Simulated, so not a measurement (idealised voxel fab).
A process module follows: voxel ribs on slabs.
Each square cell in cross-section cut measures 5 nm, and the section as a whole is 200 nm wide.
If you're reading a cross-section in this doc, picture square cells in a grid; it comes to you as bands, top ones listed first down to the bottom, and a band can be one or more rows of cells. Basically the band line says how high the top is and how high the bottom is, in nm, and then what's in it from left to right, every material with its width in nm. Empty space shows up as "empty", and if a single material carries "full width" it runs the full band edge to edge. Heights are expressed relative to 0, this being the level below which the as-received wafer comprises one material exclusively. The lowest band is unbounded in the downward direction and is denoted as in "0 and below". With a width like "30 to 40", each row of cells in the band differs from the next by the same amount, the top row carrying the first number and the bottom row the second. "nothing changed" for a step: no cell of the cross-section changed in that step. The entry titled "Voids, sealed" provides the empty spaces that have no open way to the top, restricted to those of 8 cells or more. Each is presented as width x height at distance, the distance being measured from the left edge, with all three in nm. Text after the settings on a step's line: the simulator's own remark on that step. A step line may carry the setting "overlay nm", which, for steps involving a mask, states the distance by which the mask lay to the right of its intended position; negative values denote displacement to the left.

[Process steps foreseen in the plan]
| 1 | RECEIVE (material Si) |
| 2 | DIRECTIONAL_DEP (material SiO2; thk nm 30) |
| 3 | DIRECTIONAL_DEP (material SiN; thk nm 25) |
| 4 | MASKED_ETCH (tone cover; mask id RIB; width nm 20; etch materials SiN; depth nm 5; overlay nm 0) |
| 5 | PATTERN (tone cover; mask id SLAB; material resist; width nm 80; thk nm 20; overlay nm 0) |
| 6 | DIRECTIONAL_ETCH (etch materials SiN; depth nm 20) |
| 7 | STRIP (etch materials resist) |
| 8 | FILL_DEP (material SiO2; thk nm 15) |
| 9 | CMP (height nm 65) |
| 10 | DIRECTIONAL_DEP (material TiN; thk nm 10) |
| 11 | MASKED_ETCH (tone cover; mask id HEATER; width nm 30; etch materials TiN; depth nm 10; overlay nm 0) |
| 12 | CONFORMAL_DEP (material SiN; thk nm 10) |

[The first of two wafers, run as planned]

[Wafer at receipt (post step 1), cross-section]
  0 and below: Si full width
  Voids, sealed: none

[The following cross-section depicts the wafer upon completion of step 2]
  30 down to 0: SiO2 full width
  All layers under 0 are left as they were.

[The following cross-section depicts the wafer upon completion of step 3]
  55 down to 30: SiN full width
  All layers under 30 are left as they were.

[The following cross-section depicts the wafer upon completion of step 4]
  55 down to 50: 90 empty / 20 SiN / 90 empty
  All layers under 50 are left as they were.

[The following cross-section depicts the wafer upon completion of step 5]
  75 down to 55: 60 empty / 80 resist / 60 empty
  55 down to 50: 60 empty / 30 resist / 20 SiN / 30 resist / 60 empty
  All layers under 50 are left as they were.

[The following cross-section depicts the wafer upon completion of step 6]
  75 down to 55: 60 empty / 80 resist / 60 empty
  55 down to 50: 60 empty / 30 resist / 20 SiN / 30 resist / 60 empty
  50 down to 30: 60 empty / 80 SiN / 60 empty
  All layers under 30 are left as they were.

[The following cross-section depicts the wafer upon completion of step 7]
  55 down to 50: 90 empty / 20 SiN / 90 empty
  All layers under 50 are left as they were.

[The following cross-section depicts the wafer upon completion of step 8]
  70 down to 55: SiO2 full width
  55 down to 50: 90 SiO2 / 20 SiN / 90 SiO2
  50 down to 30: 60 SiO2 / 80 SiN / 60 SiO2
  All layers under 30 are left as they were.

[The following cross-section depicts the wafer upon completion of step 9]
  65 down to 55: SiO2 full width
  All layers under 55 are left as they were.

[The following cross-section depicts the wafer upon completion of step 10]
  75 down to 65: TiN full width
  All layers under 65 are left as they were.

[The following cross-section depicts the wafer upon completion of step 11]
  75 down to 65: 85 empty / 30 TiN / 85 empty
  All layers under 65 are left as they were.

[The following cross-section depicts the wafer upon completion of step 12]
  85 down to 75: 75 empty / 50 SiN / 75 empty
  75 down to 65: 85 SiN / 30 TiN / 85 SiN
  All layers under 65 are left as they were.

[For the second wafer, take the first wafer's start and plan, then add one mistake made in running it; everything through step 11, that step included, is shared with the first]

[Second wafer cross-section, taken as of the time the plan sets for step 12 to be done]
  85 down to 75: 75 empty / 50 SiO2 / 75 empty
  75 down to 65: 85 SiO2 / 30 TiN / 85 SiO2
  All layers under 65 are left as they were.
Against the plan, the run slipped here: it should be noted that step 12 was executed with settings other than those planned, the operation and settings actually applied being CONFORMAL_DEP (material SiO2; thk nm 10)
Final cells, second wafer relative to first, materials higher or lower: -88 SiN, +88 SiO2
